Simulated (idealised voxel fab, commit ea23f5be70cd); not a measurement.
The following process module bears the name voxel released beams.
For reference, the cross-section in this document is cut, with width 255 nm and square cells of 5 nm.
How to read a cross-section here: the picture is a grid of square cells, written as bands going from the top down, and any band can span one or more rows of cells.
Read a band's entry like this: the first values are the height of its top and the height of its bottom in nm, and what follows is the sequence of materials from left to right, each with its width in nm. Note that "air" is empty space, and that a single material marked "edge to edge" reaches across the band from edge to edge.
The level at which height equals 0 is the one under which the wafer, as it arrives, is entirely one material. No lower edge exists for the bottom band, which continues downward and is notated as in "0 nm and below".
Graded width ("30->40"): value in top row of band = first number; value in bottom row = second number; row-to-row change constant.
Step marked "remains unaltered"? Then no cell in the cross-section changed in it.
"Sealed internal cavities" enumerates empty spaces isolated from the top, with no open way to it, that contain at least 8 cells, giving each as width x height at distance from the left edge, all three in nm.
It should be noted that, on the line of a given step, the content following the step's settings is a remark produced by the simulator itself with respect to that step.
overlay nm: right-of-plan distance of the mask on a masked step; negative values mean left-of-plan.
Each pair below shows a cross-section before one step and the cross-section after it, down to the lowest band that changed. The line under each pair gives the step between them, with its settings. The pairs can come from different runs of this module on the same starting wafer, so a pair continues from the pair above only where its "Pre-step snapshot" says so.
PRE-STEP SNAPSHOT
    0 nm and below: Si edge to edge
    Sealed internal cavities: none
SECTIONAL VIEW, POST-PROCESS
    10 nm to 0 nm: Al2O3 edge to edge
    Whatever lies below 0 is exactly as it was before.
    Sealed internal cavities: none
The structure goes from the before cross-section above to the after cross-section through CONFORMAL_DEP [material Al2O3] [thk nm 10]
Pre-step snapshot: carried over from the after image of the pair right above.
SECTIONAL VIEW, POST-PROCESS
    25 nm to 10 nm: SiO2 edge to edge
    Whatever lies below 10 is exactly as it was before.
    Sealed internal cavities: none
The structure goes from the before cross-section above to the after cross-section through DIRECTIONAL_DEP [material SiO2] [thk nm 15]
Pre-step snapshot: carried over from the after image of the pair right above.
SECTIONAL VIEW, POST-PROCESS
    40 nm to 25 nm: aC edge to edge
    Whatever lies below 25 is exactly as it was before.
    Sealed internal cavities: none
The structure goes from the before cross-section above to the after cross-section through DIRECTIONAL_DEP [material aC] [thk nm 15]
Pre-step snapshot: carried over from the after image of the pair right above.
SECTIONAL VIEW, POST-PROCESS
    70 nm to 40 nm: resist=75  air=45  resist=135
    Whatever lies below 40 is exactly as it was before.
    Sealed internal cavities: none
The structure goes from the before cross-section above to the after cross-section through PATTERN [tone open] [mask id ANCHOR] [material resist] [width nm 45] [thk nm 30] [overlay nm 0]
Pre-step snapshot: carried over from the after image of the pair right above.
SECTIONAL VIEW, POST-PROCESS
    55 nm to 40 nm: resist=75  air=45  resist=135
    40 nm to 25 nm: aC=75  air=45  aC=135
    Whatever lies below 25 is exactly as it was before.
    Sealed internal cavities: none
The structure goes from the before cross-section above to the after cross-section through DIRECTIONAL_ETCH [etch materials aC] [depth nm 15]
Pre-step snapshot: carried over from the after image of the pair right above.
SECTIONAL VIEW, POST-PROCESS
    40 nm to 25 nm: aC=75  air=45  aC=135
    Whatever lies below 25 is exactly as it was before.
    Sealed internal cavities: none
The structure goes from the before cross-section above to the after cross-section through STRIP [etch materials resist]
Pre-step snapshot: carried over from the after image of the pair right above.
SECTIONAL VIEW, POST-PROCESS
    40 nm to 25 nm: aC=75  air=45  aC=135
    25 nm to 10 nm: SiO2=75  air=45  SiO2=135
    Whatever lies below 10 is exactly as it was before.
    Sealed internal cavities: none
The structure goes from the before cross-section above to the after cross-section through DIRECTIONAL_ETCH [etch materials SiO2] [depth nm 15]
Pre-step snapshot: carried over from the after image of the pair right above.
SECTIONAL VIEW, POST-PROCESS
    25 nm to 10 nm: SiO2=75  air=45  SiO2=135
    Whatever lies below 10 is exactly as it was before.
    Sealed internal cavities: none
The structure goes from the before cross-section above to the after cross-section through STRIP [etch materials aC]
Pre-step snapshot: carried over from the after image of the pair right above.
SECTIONAL VIEW, POST-PROCESS
    40 nm to 25 nm: polySi=90  air=15  polySi=150
    25 nm to 10 nm: SiO2=75  polySi=45  SiO2=135
    Whatever lies below 10 is exactly as it was before.
    Sealed internal cavities: none
The structure goes from the before cross-section above to the after cross-section through CONFORMAL_DEP [material polySi] [thk nm 15]
Pre-step snapshot: carried over from the after image of the pair right above.
SECTIONAL VIEW, POST-PROCESS
    60 nm to 40 nm: air=70  resist=110  air=75
    40 nm to 25 nm: polySi=90  resist=15  polySi=150
    Whatever lies below 25 is exactly as it was before.
    Sealed internal cavities: none
The structure goes from the before cross-section above to the after cross-section through PATTERN [tone cover] [mask id BEAM] [material resist] [width nm 110] [thk nm 20] [overlay nm 0]
Pre-step snapshot: carried over from the after image of the pair right above.
SECTIONAL VIEW, POST-PROCESS
    60 nm to 40 nm: air=70  resist=110  air=75
    40 nm to 25 nm: air=70  polySi=20  resist=15  polySi=75  air=75
    Whatever lies below 25 is exactly as it was before.
    Sealed internal cavities: none
The structure goes from the before cross-section above to the after cross-section through DIRECTIONAL_ETCH [etch materials polySi] [depth nm 15]
Pre-step snapshot: carried over from the after image of the pair right above.
SECTIONAL VIEW, POST-PROCESS
    40 nm to 25 nm: air=70  polySi=20  air=15  polySi=75  air=75
    Whatever lies below 25 is exactly as it was before.
    Sealed internal cavities: none
The structure goes from the before cross-section above to the after cross-section through STRIP [etch materials resist]
Pre-step snapshot: carried over from the after image of the pair right above.
SECTIONAL VIEW, POST-PROCESS
    40 nm to 25 nm: air=70  polySi=20  air=15  polySi=75  air=75
    25 nm to 10 nm: air=75  polySi=45  air=135
    Whatever lies below 10 is exactly as it was before.
    Sealed internal cavities: none
The structure goes from the before cross-section above to the after cross-section through STRIP [etch materials SiO2]
PRE-STEP SNAPSHOT
    0 nm and below: Si edge to edge
    Sealed internal cavities: none
SECTIONAL VIEW, POST-PROCESS
    15 nm to 0 nm: SiO2 edge to edge
    Whatever lies below 0 is exactly as it was before.
    Sealed internal cavities: none
The structure goes from the before cross-section above to the after cross-section through DIRECTIONAL_DEP [material SiO2] [thk nm 15]
Pre-step snapshot: carried over from the after image of the pair right above.
SECTIONAL VIEW, POST-PROCESS
    30 nm to 15 nm: aC edge to edge
    Whatever lies below 15 is exactly as it was before.
    Sealed internal cavities: none
The structure goes from the before cross-section above to the after cross-section through DIRECTIONAL_DEP [material aC] [thk nm 15]
Pre-step snapshot: carried over from the after image of the pair right above.
SECTIONAL VIEW, POST-PROCESS
    60 nm to 30 nm: resist=75  air=45  resist=135
    Whatever lies below 30 is exactly as it was before.
    Sealed internal cavities: none
The structure goes from the before cross-section above to the after cross-section through PATTERN [tone open] [mask id ANCHOR] [material resist] [width nm 45] [thk nm 30] [overlay nm 0]
Pre-step snapshot: carried over from the after image of the pair right above.
SECTIONAL VIEW, POST-PROCESS
    45 nm to 30 nm: resist=75  air=45  resist=135
    30 nm to 15 nm: aC=75  air=45  aC=135
    Whatever lies below 15 is exactly as it was before.
    Sealed internal cavities: none
The structure goes from the before cross-section above to the after cross-section through DIRECTIONAL_ETCH [etch materials aC] [depth nm 15]
Pre-step snapshot: carried over from the after image of the pair right above.
SECTIONAL VIEW, POST-PROCESS
    30 nm to 15 nm: aC=75  air=45  aC=135
    Whatever lies below 15 is exactly as it was before.
    Sealed internal cavities: none
The structure goes from the before cross-section above to the after cross-section through STRIP [etch materials resist]
Pre-step snapshot: carried over from the after image of the pair right above.
SECTIONAL VIEW, POST-PROCESS
    30 nm to 15 nm: aC=75  air=45  aC=135
    15 nm to 0 nm: SiO2=75  air=45  SiO2=135
    Whatever lies below 0 is exactly as it was before.
    Sealed internal cavities: none
The structure goes from the before cross-section above to the after cross-section through DIRECTIONAL_ETCH [etch materials SiO2] [depth nm 15]
Pre-step snapshot: carried over from the after image of the pair right above.
SECTIONAL VIEW, POST-PROCESS
    15 nm to 0 nm: SiO2=75  air=45  SiO2=135
    Whatever lies below 0 is exactly as it was before.
    Sealed internal cavities: none
The structure goes from the before cross-section above to the after cross-section through STRIP [etch materials aC]
Pre-step snapshot: carried over from the after image of the pair right above.
SECTIONAL VIEW, POST-PROCESS
    30 nm to 15 nm: polySi=90  air=15  polySi=150
    15 nm to 0 nm: SiO2=75  polySi=45  SiO2=135
    Whatever lies below 0 is exactly as it was before.
    Sealed internal cavities: none
The structure goes from the before cross-section above to the after cross-section through CONFORMAL_DEP [material polySi] [thk nm 15]
Pre-step snapshot: carried over from the after image of the pair right above.
SECTIONAL VIEW, POST-PROCESS
    50 nm to 30 nm: air=70  resist=110  air=75
    30 nm to 15 nm: polySi=90  resist=15  polySi=150
    Whatever lies below 15 is exactly as it was before.
    Sealed internal cavities: none
The structure goes from the before cross-section above to the after cross-section through PATTERN [tone cover] [mask id BEAM] [material resist] [width nm 110] [thk nm 20] [overlay nm 0]
Pre-step snapshot: carried over from the after image of the pair right above.
SECTIONAL VIEW, POST-PROCESS
    50 nm to 30 nm: air=70  resist=110  air=75
    30 nm to 15 nm: air=70  polySi=20  resist=15  polySi=75  air=75
    Whatever lies below 15 is exactly as it was before.
    Sealed internal cavities: none
The structure goes from the before cross-section above to the after cross-section through DIRECTIONAL_ETCH [etch materials polySi] [depth nm 15]
Pre-step snapshot: carried over from the after image of the pair right above.
SECTIONAL VIEW, POST-PROCESS
    30 nm to 15 nm: air=70  polySi=20  air=15  polySi=75  air=75
    Whatever lies below 15 is exactly as it was before.
    Sealed internal cavities: none
The structure goes from the before cross-section above to the after cross-section through STRIP [etch materials resist]
Pre-step snapshot: carried over from the after image of the pair right above.
SECTIONAL VIEW, POST-PROCESS
    30 nm to 15 nm: air=70  polySi=20  air=15  polySi=75  air=75
    15 nm to 0 nm: air=75  polySi=45  air=135
    Whatever lies below 0 is exactly as it was before.
    Sealed internal cavities: none
The structure goes from the before cross-section above to the after cross-section through STRIP [etch materials SiO2]
PRE-STEP SNAPSHOT
    40 nm to 25 nm: polySi=90  air=15  polySi=150
    25 nm to 10 nm: SiO2=75  polySi=45  SiO2=135
    10 nm to 0 nm: Al2O3 edge to edge
    0 nm and below: Si edge to edge
    Sealed internal cavities: none
SECTIONAL VIEW, POST-PROCESS
    55 nm to 25 nm: polySi edge to edge
    Whatever lies below 25 is exactly as it was before.
    Sealed internal cavities: none
The structure goes from the before cross-section above to the after cross-section through CONFORMAL_DEP [material polySi] [thk nm 15]
Pre-step snapshot: carried over from the after image of the pair right above.
SECTIONAL VIEW, POST-PROCESS
    75 nm to 55 nm: air=70  resist=110  air=75
    Whatever lies below 55 is exactly as it was before.
    Sealed internal cavities: none
The structure goes from the before cross-section above to the after cross-section through PATTERN [tone cover] [mask id BEAM] [material resist] [width nm 110] [thk nm 20] [overlay nm 0]
Pre-step snapshot: carried over from the after image of the pair right above.
SECTIONAL VIEW, POST-PROCESS
    75 nm to 55 nm: air=70  resist=110  air=75
    55 nm to 40 nm: air=70  polySi=110  air=75
    Whatever lies below 40 is exactly as it was before.
    Sealed internal cavities: none
The structure goes from the before cross-section above to the after cross-section through DIRECTIONAL_ETCH [etch materials polySi] [depth nm 15]
Pre-step snapshot: carried over from the after image of the pair right above.
SECTIONAL VIEW, POST-PROCESS
    55 nm to 40 nm: air=70  polySi=110  air=75
    Whatever lies below 40 is exactly as it was before.
    Sealed internal cavities: none
The structure goes from the before cross-section above to the after cross-section through STRIP [etch materials resist]
PRE-STEP SNAPSHOT
    15 nm to 0 nm: SiO2 edge to edge
    0 nm and below: Si edge to edge
    Sealed internal cavities: none
SECTIONAL VIEW, POST-PROCESS
    25 nm to 15 nm: Al2O3 edge to edge
    Whatever lies below 15 is exactly as it was before.
    Sealed internal cavities: none
The structure goes from the before cross-section above to the after cross-section through CONFORMAL_DEP [material Al2O3] [thk nm 10]
Pre-step snapshot: carried over from the after image of the pair right above.
SECTIONAL VIEW, POST-PROCESS
    40 nm to 25 nm: aC edge to edge
    Whatever lies below 25 is exactly as it was before.
    Sealed internal cavities: none
The structure goes from the before cross-section above to the after cross-section through DIRECTIONAL_DEP [material aC] [thk nm 15]
Pre-step snapshot: carried over from the after image of the pair right above.
SECTIONAL VIEW, POST-PROCESS
    70 nm to 40 nm: resist=75  air=45  resist=135
    Whatever lies below 40 is exactly as it was before.
    Sealed internal cavities: none
The structure goes from the before cross-section above to the after cross-section through PATTERN [tone open] [mask id ANCHOR] [material resist] [width nm 45] [thk nm 30] [overlay nm 0]
Pre-step snapshot: carried over from the after image of the pair right above.
SECTIONAL VIEW, POST-PROCESS
    55 nm to 40 nm: resist=75  air=45  resist=135
    40 nm to 25 nm: aC=75  air=45  aC=135
    Whatever lies below 25 is exactly as it was before.
    Sealed internal cavities: none
The structure goes from the before cross-section above to the after cross-section through DIRECTIONAL_ETCH [etch materials aC] [depth nm 15]
Pre-step snapshot: carried over from the after image of the pair right above.
SECTIONAL VIEW, POST-PROCESS
    40 nm to 25 nm: aC=75  air=45  aC=135
    Whatever lies below 25 is exactly as it was before.
    Sealed internal cavities: none
The structure goes from the before cross-section above to the after cross-section through STRIP [etch materials resist]
Pre-step snapshot: carried over from the after image of the pair right above.
SECTIONAL VIEW, POST-PROCESS
    25 nm to 15 nm: Al2O3 edge to edge
    Whatever lies below 15 is exactly as it was before.
    Sealed internal cavities: none
The structure goes from the before cross-section above to the after cross-section through STRIP [etch materials aC]
Pre-step snapshot: carried over from the after image of the pair right above.
SECTIONAL VIEW, POST-PROCESS
    40 nm to 25 nm: polySi edge to edge
    Whatever lies below 25 is exactly as it was before.
    Sealed internal cavities: none
The structure goes from the before cross-section above to the after cross-section through CONFORMAL_DEP [material polySi] [thk nm 15]
Pre-step snapshot: carried over from the after image of the pair right above.
SECTIONAL VIEW, POST-PROCESS
    60 nm to 40 nm: air=70  resist=110  air=75
    Whatever lies below 40 is exactly as it was before.
    Sealed internal cavities: none
The structure goes from the before cross-section above to the after cross-section through PATTERN [tone cover] [mask id BEAM] [material resist] [width nm 110] [thk nm 20] [overlay nm 0]
Pre-step snapshot: carried over from the after image of the pair right above.
SECTIONAL VIEW, POST-PROCESS
    60 nm to 40 nm: air=70  resist=110  air=75
    40 nm to 25 nm: air=70  polySi=110  air=75
    Whatever lies below 25 is exactly as it was before.
    Sealed internal cavities: none
The structure goes from the before cross-section above to the after cross-section through DIRECTIONAL_ETCH [etch materials polySi] [depth nm 15]
Pre-step snapshot: carried over from the after image of the pair right above.
SECTIONAL VIEW, POST-PROCESS
    40 nm to 25 nm: air=70  polySi=110  air=75
    Whatever lies below 25 is exactly as it was before.
    Sealed internal cavities: none
The structure goes from the before cross-section above to the after cross-section through STRIP [etch materials resist]
PRE-STEP SNAPSHOT
    60 nm to 40 nm: air=70  resist=110  air=75
    40 nm to 25 nm: polySi=90  resist=15  polySi=150
    25 nm to 10 nm: SiO2=75  polySi=45  SiO2=135
    10 nm to 0 nm: Al2O3 edge to edge
    0 nm and below: Si edge to edge
    Sealed internal cavities: none
SECTIONAL VIEW, POST-PROCESS
    60 nm to 40 nm: air=70  resist=110  air=75
    40 nm to 30 nm: air=70  polySi=20  resist=15  polySi=75  air=75
    Whatever lies below 30 is exactly as it was before.
    Sealed internal cavities: none
The structure goes from the before cross-section above to the after cross-section through DIRECTIONAL_ETCH [etch materials polySi] [depth nm 10]
Pre-step snapshot: carried over from the after image of the pair right above.
SECTIONAL VIEW, POST-PROCESS
    40 nm to 30 nm: air=70  polySi=20  air=15  polySi=75  air=75
    30 nm to 25 nm: polySi=90  air=15  polySi=150
    Whatever lies below 25 is exactly as it was before.
    Sealed internal cavities: none
The structure goes from the before cross-section above to the after cross-section through STRIP [etch materials resist]
PRE-STEP SNAPSHOT
    40 nm to 25 nm: aC edge to edge
    25 nm to 10 nm: SiO2 edge to edge
    10 nm to 0 nm: Al2O3 edge to edge
    0 nm and below: Si edge to edge
    Sealed internal cavities: none
SECTIONAL VIEW, POST-PROCESS
    70 nm to 40 nm: resist=80  air=40  resist=135
    Whatever lies below 40 is exactly as it was before.
    Sealed internal cavities: none
The structure goes from the before cross-section above to the after cross-section through PATTERN [tone open] [mask id ANCHOR] [material resist] [width nm 40] [thk nm 30] [overlay nm 0]
Pre-step snapshot: carried over from the after image of the pair right above.
SECTIONAL VIEW, POST-PROCESS
    55 nm to 40 nm: resist=80  air=40  resist=135
    40 nm to 25 nm: aC=80  air=40  aC=135
    Whatever lies below 25 is exactly as it was before.
    Sealed internal cavities: none
The structure goes from the before cross-section above to the after cross-section through DIRECTIONAL_ETCH [etch materials aC] [depth nm 15]
Pre-step snapshot: carried over from the after image of the pair right above.
SECTIONAL VIEW, POST-PROCESS
    40 nm to 25 nm: aC=80  air=40  aC=135
    Whatever lies below 25 is exactly as it was before.
    Sealed internal cavities: none
The structure goes from the before cross-section above to the after cross-section through STRIP [etch materials resist]
Pre-step snapshot: carried over from the after image of the pair right above.
SECTIONAL VIEW, POST-PROCESS
    40 nm to 25 nm: aC=80  air=40  aC=135
    25 nm to 10 nm: SiO2=80  air=40  SiO2=135
    Whatever lies below 10 is exactly as it was before.
    Sealed internal cavities: none
The structure goes from the before cross-section above to the after cross-section through DIRECTIONAL_ETCH [etch materials SiO2] [depth nm 15]
Pre-step snapshot: carried over from the after image of the pair right above.
SECTIONAL VIEW, POST-PROCESS
    25 nm to 10 nm: SiO2=80  air=40  SiO2=135
    Whatever lies below 10 is exactly as it was before.
    Sealed internal cavities: none
The structure goes from the before cross-section above to the after cross-section through STRIP [etch materials aC]
Pre-step snapshot: carried over from the after image of the pair right above.
SECTIONAL VIEW, POST-PROCESS
    40 nm to 25 nm: polySi=95  air=10  polySi=150
    25 nm to 10 nm: SiO2=80  polySi=40  SiO2=135
    Whatever lies below 10 is exactly as it was before.
    Sealed internal cavities: none
The structure goes from the before cross-section above to the after cross-section through CONFORMAL_DEP [material polySi] [thk nm 15]
Pre-step snapshot: carried over from the after image of the pair right above.
SECTIONAL VIEW, POST-PROCESS
    60 nm to 40 nm: air=70  resist=110  air=75
    40 nm to 25 nm: polySi=95  resist=10  polySi=150
    Whatever lies below 25 is exactly as it was before.
    Sealed internal cavities: none
The structure goes from the before cross-section above to the after cross-section through PATTERN [tone cover] [mask id BEAM] [material resist] [width nm 110] [thk nm 20] [overlay nm 0]
Pre-step snapshot: carried over from the after image of the pair right above.
SECTIONAL VIEW, POST-PROCESS
    60 nm to 40 nm: air=70  resist=110  air=75
    40 nm to 25 nm: air=70  polySi=25  resist=10  polySi=75  air=75
    Whatever lies below 25 is exactly as it was before.
    Sealed internal cavities: none
The structure goes from the before cross-section above to the after cross-section through DIRECTIONAL_ETCH [etch materials polySi] [depth nm 15]
Pre-step snapshot: carried over from the after image of the pair right above.
SECTIONAL VIEW, POST-PROCESS
    40 nm to 25 nm: air=70  polySi=25  air=10  polySi=75  air=75
    Whatever lies below 25 is exactly as it was before.
    Sealed internal cavities: none
The structure goes from the before cross-section above to the after cross-section through STRIP [etch materials resist]
Pre-step snapshot: carried over from the after image of the pair right above.
SECTIONAL VIEW, POST-PROCESS
    40 nm to 25 nm: air=70  polySi=25  air=10  polySi=75  air=75
    25 nm to 10 nm: air=80  polySi=40  air=135
    Whatever lies below 10 is exactly as it was before.
    Sealed internal cavities: none
The structure goes from the before cross-section above to the after cross-section through STRIP [etch materials SiO2]
PRE-STEP SNAPSHOT
    40 nm to 25 nm: polySi=90  air=15  polySi=150
    25 nm to 10 nm: SiO2=75  polySi=45  SiO2=135
    10 nm to 0 nm: Al2O3 edge to edge
    0 nm and below: Si edge to edge
    Sealed internal cavities: none
SECTIONAL VIEW, POST-PROCESS
    60 nm to 40 nm: air=75  resist=110  air=70
    40 nm to 25 nm: polySi=90  resist=15  polySi=150
    Whatever lies below 25 is exactly as it was before.
    Sealed internal cavities: none
The structure goes from the before cross-section above to the after cross-section through PATTERN [tone cover] [mask id BEAM] [material resist] [width nm 110] [thk nm 20] [overlay nm 5]
Pre-step snapshot: carried over from the after image of the pair right above.
SECTIONAL VIEW, POST-PROCESS
    60 nm to 40 nm: air=75  resist=110  air=70
    40 nm to 25 nm: air=75  polySi=15  resist=15  polySi=80  air=70
    Whatever lies below 25 is exactly as it was before.
    Sealed internal cavities: none
The structure goes from the before cross-section above to the after cross-section through DIRECTIONAL_ETCH [etch materials polySi] [depth nm 15]
Pre-step snapshot: carried over from the after image of the pair right above.
SECTIONAL VIEW, POST-PROCESS
    40 nm to 25 nm: air=75  polySi=15  air=15  polySi=80  air=70
    Whatever lies below 25 is exactly as it was before.
    Sealed internal cavities: none
The structure goes from the before cross-section above to the after cross-section through STRIP [etch materials resist]
Pre-step snapshot: carried over from the after image of the pair right above.
SECTIONAL VIEW, POST-PROCESS
    40 nm to 25 nm: air=75  polySi=15  air=15  polySi=80  air=70
    25 nm to 10 nm: air=75  polySi=45  air=135
    Whatever lies below 10 is exactly as it was before.
    Sealed internal cavities: none
The structure goes from the before cross-section above to the after cross-section through STRIP [etch materials SiO2]
PRE-STEP SNAPSHOT
    0 nm and below: Si edge to edge
    Sealed internal cavities: none
SECTIONAL VIEW, POST-PROCESS
    10 nm to 0 nm: polySi edge to edge
    Whatever lies below 0 is exactly as it was before.
    Sealed internal cavities: none
The structure goes from the before cross-section above to the after cross-section through CONFORMAL_DEP [material polySi] [thk nm 10]
Pre-step snapshot: carried over from the after image of the pair right above.
SECTIONAL VIEW, POST-PROCESS
    25 nm to 10 nm: SiO2 edge to edge
    Whatever lies below 10 is exactly as it was before.
    Sealed internal cavities: none
The structure goes from the before cross-section above to the after cross-section through DIRECTIONAL_DEP [material SiO2] [thk nm 15]
Pre-step snapshot: carried over from the after image of the pair right above.
SECTIONAL VIEW, POST-PROCESS
    40 nm to 25 nm: aC edge to edge
    Whatever lies below 25 is exactly as it was before.
    Sealed internal cavities: none
The structure goes from the before cross-section above to the after cross-section through DIRECTIONAL_DEP [material aC] [thk nm 15]
Pre-step snapshot: carried over from the after image of the pair right above.
SECTIONAL VIEW, POST-PROCESS
    70 nm to 40 nm: resist=75  air=45  resist=135
    Whatever lies below 40 is exactly as it was before.
    Sealed internal cavities: none
The structure goes from the before cross-section above to the after cross-section through PATTERN [tone open] [mask id ANCHOR] [material resist] [width nm 45] [thk nm 30] [overlay nm 0]
Pre-step snapshot: carried over from the after image of the pair right above.
SECTIONAL VIEW, POST-PROCESS
    55 nm to 40 nm: resist=75  air=45  resist=135
    40 nm to 25 nm: aC=75  air=45  aC=135
    Whatever lies below 25 is exactly as it was before.
    Sealed internal cavities: none
The structure goes from the before cross-section above to the after cross-section through DIRECTIONAL_ETCH [etch materials aC] [depth nm 15]
Pre-step snapshot: carried over from the after image of the pair right above.
SECTIONAL VIEW, POST-PROCESS
    40 nm to 25 nm: aC=75  air=45  aC=135
    Whatever lies below 25 is exactly as it was before.
    Sealed internal cavities: none
The structure goes from the before cross-section above to the after cross-section through STRIP [etch materials resist]
Pre-step snapshot: carried over from the after image of the pair right above.
SECTIONAL VIEW, POST-PROCESS
    40 nm to 25 nm: aC=75  air=45  aC=135
    25 nm to 10 nm: SiO2=75  air=45  SiO2=135
    Whatever lies below 10 is exactly as it was before.
    Sealed internal cavities: none
The structure goes from the before cross-section above to the after cross-section through DIRECTIONAL_ETCH [etch materials SiO2] [depth nm 15]
Pre-step snapshot: carried over from the after image of the pair right above.
SECTIONAL VIEW, POST-PROCESS
    25 nm to 10 nm: SiO2=75  air=45  SiO2=135
    Whatever lies below 10 is exactly as it was before.
    Sealed internal cavities: none
The structure goes from the before cross-section above to the after cross-section through STRIP [etch materials aC]
Pre-step snapshot: carried over from the after image of the pair right above.
SECTIONAL VIEW, POST-PROCESS
    40 nm to 25 nm: polySi=90  air=15  polySi=150
    25 nm to 10 nm: SiO2=75  polySi=45  SiO2=135
    Whatever lies below 10 is exactly as it was before.
    Sealed internal cavities: none
The structure goes from the before cross-section above to the after cross-section through CONFORMAL_DEP [material polySi] [thk nm 15]
Pre-step snapshot: carried over from the after image of the pair right above.
SECTIONAL VIEW, POST-PROCESS
    60 nm to 40 nm: air=70  resist=110  air=75
    40 nm to 25 nm: polySi=90  resist=15  polySi=150
    Whatever lies below 25 is exactly as it was before.
    Sealed internal cavities: none
The structure goes from the before cross-section above to the after cross-section through PATTERN [tone cover] [mask id BEAM] [material resist] [width nm 110] [thk nm 20] [overlay nm 0]
Pre-step snapshot: carried over from the after image of the pair right above.
SECTIONAL VIEW, POST-PROCESS
    60 nm to 40 nm: air=70  resist=110  air=75
    40 nm to 25 nm: air=70  polySi=20  resist=15  polySi=75  air=75
    Whatever lies below 25 is exactly as it was before.
    Sealed internal cavities: none
The structure goes from the before cross-section above to the after cross-section through DIRECTIONAL_ETCH [etch materials polySi] [depth nm 15]
Pre-step snapshot: carried over from the after image of the pair right above.
SECTIONAL VIEW, POST-PROCESS
    40 nm to 25 nm: air=70  polySi=20  air=15  polySi=75  air=75
    Whatever lies below 25 is exactly as it was before.
    Sealed internal cavities: none
The structure goes from the before cross-section above to the after cross-section through STRIP [etch materials resist]
Pre-step snapshot: carried over from the after image of the pair right above.
SECTIONAL VIEW, POST-PROCESS
    40 nm to 25 nm: air=70  polySi=20  air=15  polySi=75  air=75
    25 nm to 10 nm: air=75  polySi=45  air=135
    Whatever lies below 10 is exactly as it was before.
    Sealed internal cavities: none
The structure goes from the before cross-section above to the after cross-section through STRIP [etch materials SiO2]
PRE-STEP SNAPSHOT
    40 nm to 25 nm: aC edge to edge
    25 nm to 10 nm: SiO2 edge to edge
    10 nm to 0 nm: Al2O3 edge to edge
    0 nm and below: Si edge to edge
    Sealed internal cavities: none
SECTIONAL VIEW, POST-PROCESS
    70 nm to 40 nm: air=75  resist=45  air=135
    Whatever lies below 40 is exactly as it was before.
    Sealed internal cavities: none
The structure goes from the before cross-section above to the after cross-section through PATTERN [tone cover] [mask id ANCHOR] [material resist] [width nm 45] [thk nm 30] [overlay nm 0]
Pre-step snapshot: carried over from the after image of the pair right above.
SECTIONAL VIEW, POST-PROCESS
    55 nm to 40 nm: air=75  resist=45  air=135
    40 nm to 25 nm: air=75  aC=45  air=135
    Whatever lies below 25 is exactly as it was before.
    Sealed internal cavities: none
The structure goes from the before cross-section above to the after cross-section through DIRECTIONAL_ETCH [etch materials aC] [depth nm 15]
Pre-step snapshot: carried over from the after image of the pair right above.
SECTIONAL VIEW, POST-PROCESS
    40 nm to 25 nm: air=75  aC=45  air=135
    Whatever lies below 25 is exactly as it was before.
    Sealed internal cavities: none
The structure goes from the before cross-section above to the after cross-section through STRIP [etch materials resist]
Pre-step snapshot: carried over from the after image of the pair right above.
SECTIONAL VIEW, POST-PROCESS
    40 nm to 25 nm: air=75  aC=45  air=135
    25 nm to 10 nm: air=75  SiO2=45  air=135
    Whatever lies below 10 is exactly as it was before.
    Sealed internal cavities: none
The structure goes from the before cross-section above to the after cross-section through DIRECTIONAL_ETCH [etch materials SiO2] [depth nm 15]
Pre-step snapshot: carried over from the after image of the pair right above.
SECTIONAL VIEW, POST-PROCESS
    25 nm to 10 nm: air=75  SiO2=45  air=135
    Whatever lies below 10 is exactly as it was before.
    Sealed internal cavities: none
The structure goes from the before cross-section above to the after cross-section through STRIP [etch materials aC]
Pre-step snapshot: carried over from the after image of the pair right above.
SECTIONAL VIEW, POST-PROCESS
    40 nm to 25 nm: air=60  polySi=75  air=120
    25 nm to 10 nm: polySi=75  SiO2=45  polySi=135
    Whatever lies below 10 is exactly as it was before.
    Sealed internal cavities: none
The structure goes from the before cross-section above to the after cross-section through CONFORMAL_DEP [material polySi] [thk nm 15]
Pre-step snapshot: carried over from the after image of the pair right above.
SECTIONAL VIEW, POST-PROCESS
    60 nm to 40 nm: air=70  resist=110  air=75
    40 nm to 25 nm: air=60  polySi=75  resist=45  air=75
    Whatever lies below 25 is exactly as it was before.
    Sealed internal cavities: none
The structure goes from the before cross-section above to the after cross-section through PATTERN [tone cover] [mask id BEAM] [material resist] [width nm 110] [thk nm 20] [overlay nm 0]
Pre-step snapshot: carried over from the after image of the pair right above.
SECTIONAL VIEW, POST-PROCESS
    60 nm to 40 nm: air=70  resist=110  air=75
    40 nm to 25 nm: air=70  polySi=65  resist=45  air=75
    25 nm to 10 nm: air=60  polySi=15  SiO2=45  polySi=60  air=75
    Whatever lies below 10 is exactly as it was before.
    Sealed internal cavities: none
The structure goes from the before cross-section above to the after cross-section through DIRECTIONAL_ETCH [etch materials polySi] [depth nm 15]
Pre-step snapshot: carried over from the after image of the pair right above.
SECTIONAL VIEW, POST-PROCESS
    40 nm to 25 nm: air=70  polySi=65  air=120
    Whatever lies below 25 is exactly as it was before.
    Sealed internal cavities: none
The structure goes from the before cross-section above to the after cross-section through STRIP [etch materials resist]
